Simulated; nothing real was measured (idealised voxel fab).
Process module in this document: voxel self aligned contacts
In the cross-section labelled cut, the width is 290 nm and each square cell is 5 nm.
Throughout this document, each cross-section is represented as a grid of square cells and is presented as a sequence of bands enumerated from the top downward, where a band comprises one or more rows of cells.
Top height, bottom height, nm. Materials left to right, width each, nm. Single material + "full width" = fills band edge to edge. "blank" = empty.
The level at which height equals 0 is the one under which the wafer, as it arrives, is entirely one material. No lower edge exists for the bottom band, which continues downward and is notated as in "from 0 down".
Width "30->40": first value at the band's top row of cells, second value at its bottom row, equal change from row to row.
A step reported as "same as before" is a step in which no cell of the cross-section changed.
Empty spaces counting at least 8 cells and having no open way to the top are listed in "Closed-off voids". The notation width x height at distance is used for each, the distance being from the left edge and all three values in nm.
The remark found on a step's line after its settings is issued by the simulator itself and pertains to that step.
If you see "overlay nm" on a step's line and that step has a mask, it's telling you how far right of where it was planned the mask ended up; a negative number means it went left instead.
## The planned process steps are enumerated hereunder
step 1: RECEIVE with material Si
step 2: OXIDIZE with depth nm 5
step 3: DIRECTIONAL_DEP with material polySi, thk nm 20
step 4: DIRECTIONAL_DEP with material SiN, thk nm 20
step 5: DIRECTIONAL_DEP with material aC, thk nm 15
step 6: PATTERN with tone cover, mask id GATE, material resist, width nm 30, pitch nm 70, thk nm 30, overlay nm 0
step 7: DIRECTIONAL_ETCH with etch materials aC, depth nm 15
step 8: STRIP with etch materials resist
step 9: DIRECTIONAL_ETCH with etch materials SiN, depth nm 20
step 10: DIRECTIONAL_ETCH with etch materials polySi, depth nm 20
step 11: STRIP with etch materials aC
step 12: CONFORMAL_DEP with material SiN, thk nm 10
step 13: DIRECTIONAL_ETCH with etch materials SiN, depth nm 10
step 14: FILL_DEP with material SiO2, thk nm 20
step 15: CMP with height nm 50
step 16: DIRECTIONAL_DEP with material aC, thk nm 15
step 17: PATTERN with tone open, mask id CONTACT, material resist, width nm 50, thk nm 30, overlay nm 0
step 18: DIRECTIONAL_ETCH with etch materials aC, depth nm 15
step 19: STRIP with etch materials resist
step 20: DIRECTIONAL_ETCH with etch materials SiO2, depth nm 55
step 21: STRIP with etch materials aC
step 22: CONFORMAL_DEP with material TiN, thk nm 5
step 23: FILL_DEP with material Ru, thk nm 10
step 24: CMP with height nm 50
step 25: CONFORMAL_DEP with material SiN, thk nm 5
## as received, after step 1
- from 0 down  Si full width
- Closed-off voids: none
## Wafer cross-section at module end: first of two, run to plan
- from 55 to 50  SiN full width
- from 50 to 40  SiO2 120 nm, TiN 5->20 nm, Ru 40->10 nm, TiN 5->20 nm, SiO2 120 nm
- from 40 to 20  SiO2 85 nm, SiN 50 nm, TiN 5 nm, Ru 10 nm, TiN 5 nm, SiN 50 nm, SiO2 85 nm
- from 20 to 0  SiO2 85 nm, SiN 10 nm, polySi 30 nm, SiN 10 nm, TiN 5 nm, Ru 10 nm, TiN 5 nm, SiN 10 nm, polySi 30 nm, SiN 10 nm, SiO2 85 nm
- from 0 to -5  SiO2 135 nm, TiN 20 nm, SiO2 135 nm
- from -5 down  Si full width
- Closed-off voids: none
## Wafer two, sectioned after the module: the first wafer's start, the first wafer's plan, and one mistake in how it was run
- from 70 to 65  SiN full width
- from 65 to 55  Ru full width
- from 55 to 50  TiN 125 nm, Ru 40 nm, TiN 125 nm
- from 50 to 40  SiO2 120 nm, TiN 5->20 nm, Ru 40->10 nm, TiN 5->20 nm, SiO2 120 nm
- from 40 to 20  SiO2 85 nm, SiN 50 nm, TiN 5 nm, Ru 10 nm, TiN 5 nm, SiN 50 nm, SiO2 85 nm
- from 20 to 0  SiO2 85 nm, SiN 10 nm, polySi 30 nm, SiN 10 nm, TiN 5 nm, Ru 10 nm, TiN 5 nm, SiN 10 nm, polySi 30 nm, SiN 10 nm, SiO2 85 nm
- from 0 to -5  SiO2 135 nm, TiN 20 nm, SiO2 135 nm
- from -5 down  Si full width
- Closed-off voids: none
So what did we get wrong on this run? step 24 of the plan got skipped, so it never ran
The final cell counts differ between the wafers, with the second having more or fewer of some materials than the first: 124 more of Ru, 50 more of TiN
